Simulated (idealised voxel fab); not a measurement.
The name of this process module is voxel plated lines.
Square cells of 5 nm make up the cross-section cut, whose width is 195 nm.
Cross-sections here: square-cell grids, written as top-down lists of bands, a band being one or more rows of cells. Heights first: top, then bottom, in nm. Then materials, left to right, each with a width in nm. "throughout" on a single material: fills the band edge to edge. "empty": empty space. The reference from which all heights are counted is 0, the level beneath which the as-received wafer is entirely one material; the lowest band, having no lower bound, proceeds downward and is written after the example "z 0 and below". Quick explanation for "30->40": the width changes in equal steps down the rows of cells, from the first number in the band's top row to the second number in its bottom row. Any step labelled "left unchanged" changed none of the cells in the cross-section. "Sealed void inventory" specifies each empty space that is not open to the top and that occupies no fewer than 8 cells, using the form width x height at distance, the distance measured from the left edge and all three quantities in nm. Read whatever lies past the settings on a step's line as the simulator's own remark about the step. The setting "overlay nm" may be written on the line of a step. When the step uses a mask, the value reports how far to the right of the planned place the mask lay, and a negative value reports that it lay to the left.
[Here's what the planned process steps look like]
step 1: RECEIVE [material Si]
step 2: CONFORMAL_DEP [material SiN] [thk nm 10]
step 3: DIRECTIONAL_DEP [material TiN] [thk nm 5]
step 4: PATTERN [tone open] [mask id LINES] [material resist] [width nm 20] [pitch nm 40] [thk nm 15] [overlay nm 0]
step 5: EPI [material Ru] [thk nm 5]
step 6: STRIP [etch materials resist]
step 7: DIRECTIONAL_ETCH [etch materials TiN] [depth nm 5]
step 8: CONFORMAL_DEP [material SiCN] [thk nm 10]
[First of two wafers: run as planned]
[as received, after step 1]
- z 0 and below | Si throughout
- Sealed void inventory: none
[You're looking at a cross-section of the wafer after step 2]
- z 10 to 0 | SiN throughout
- Anything lower than 0 is untouched.
[You're looking at a cross-section of the wafer after step 3]
- z 15 to 10 | TiN throughout
- Anything lower than 10 is untouched.
[You're looking at a cross-section of the wafer after step 4]
- z 30 to 15 | resist 45  empty 20  resist 20  empty 20  resist 20  empty 20  resist 50
- Anything lower than 15 is untouched.
[You're looking at a cross-section of the wafer after step 5]
- z 30 to 20 | resist 45  empty 20  resist 20  empty 20  resist 20  empty 20  resist 50
- z 20 to 15 | resist 45  Ru 20  resist 20  Ru 20  resist 20  Ru 20  resist 50
- Anything lower than 15 is untouched.
[You're looking at a cross-section of the wafer after step 6]
- z 20 to 15 | empty 45  Ru 20  empty 20  Ru 20  empty 20  Ru 20  empty 50
- Anything lower than 15 is untouched.
[You're looking at a cross-section of the wafer after step 7]
- z 20 to 15 | empty 45  Ru 20  empty 20  Ru 20  empty 20  Ru 20  empty 50
- z 15 to 10 | empty 45  TiN 20  empty 20  TiN 20  empty 20  TiN 20  empty 50
- Anything lower than 10 is untouched.
[You're looking at a cross-section of the wafer after step 8]
- z 30 to 20 | empty 35  SiCN 120  empty 40
- z 20 to 15 | SiCN 45  Ru 20  SiCN 20  Ru 20  SiCN 20  Ru 20  SiCN 50
- z 15 to 10 | SiCN 45  TiN 20  SiCN 20  TiN 20  SiCN 20  TiN 20  SiCN 50
- Anything lower than 10 is untouched.
[The remaining wafer, second of the two, started like the first and was run to the same plan, except that one mistake was made along the way; the two coincide through step 1, inclusive]
Second wafer shown in cross-section at the time step 2 was slated to end: left unchanged
[Second wafer shown in cross-section at the time step 3 was slated to end]
- z 5 to 0 | TiN throughout
- Anything lower than 0 is untouched.
[Second wafer shown in cross-section at the time step 4 was slated to end]
- z 20 to 5 | resist 45  empty 20  resist 20  empty 20  resist 20  empty 20  resist 50
- Anything lower than 5 is untouched.
[Second wafer shown in cross-section at the time step 5 was slated to end]
- z 20 to 10 | resist 45  empty 20  resist 20  empty 20  resist 20  empty 20  resist 50
- z 10 to 5 | resist 45  Ru 20  resist 20  Ru 20  resist 20  Ru 20  resist 50
- Anything lower than 5 is untouched.
[Second wafer shown in cross-section at the time step 6 was slated to end]
- z 10 to 5 | empty 45  Ru 20  empty 20  Ru 20  empty 20  Ru 20  empty 50
- Anything lower than 5 is untouched.
[Second wafer shown in cross-section at the time step 7 was slated to end]
- z 10 to 5 | empty 45  Ru 20  empty 20  Ru 20  empty 20  Ru 20  empty 50
- z 5 to 0 | empty 45  TiN 20  empty 20  TiN 20  empty 20  TiN 20  empty 50
- Anything lower than 0 is untouched.
[Second wafer shown in cross-section at the time step 8 was slated to end]
- z 20 to 10 | empty 35  SiCN 120  empty 40
- z 10 to 5 | SiCN 45  Ru 20  SiCN 20  Ru 20  SiCN 20  Ru 20  SiCN 50
- z 5 to 0 | SiCN 45  TiN 20  SiCN 20  TiN 20  SiCN 20  TiN 20  SiCN 50
- Anything lower than 0 is untouched.
Where did the run depart from the plan? step 2 of the plan was bypassed and not carried out
Final wafer comparison in cells, second versus first, more or fewer per material: -78 SiN
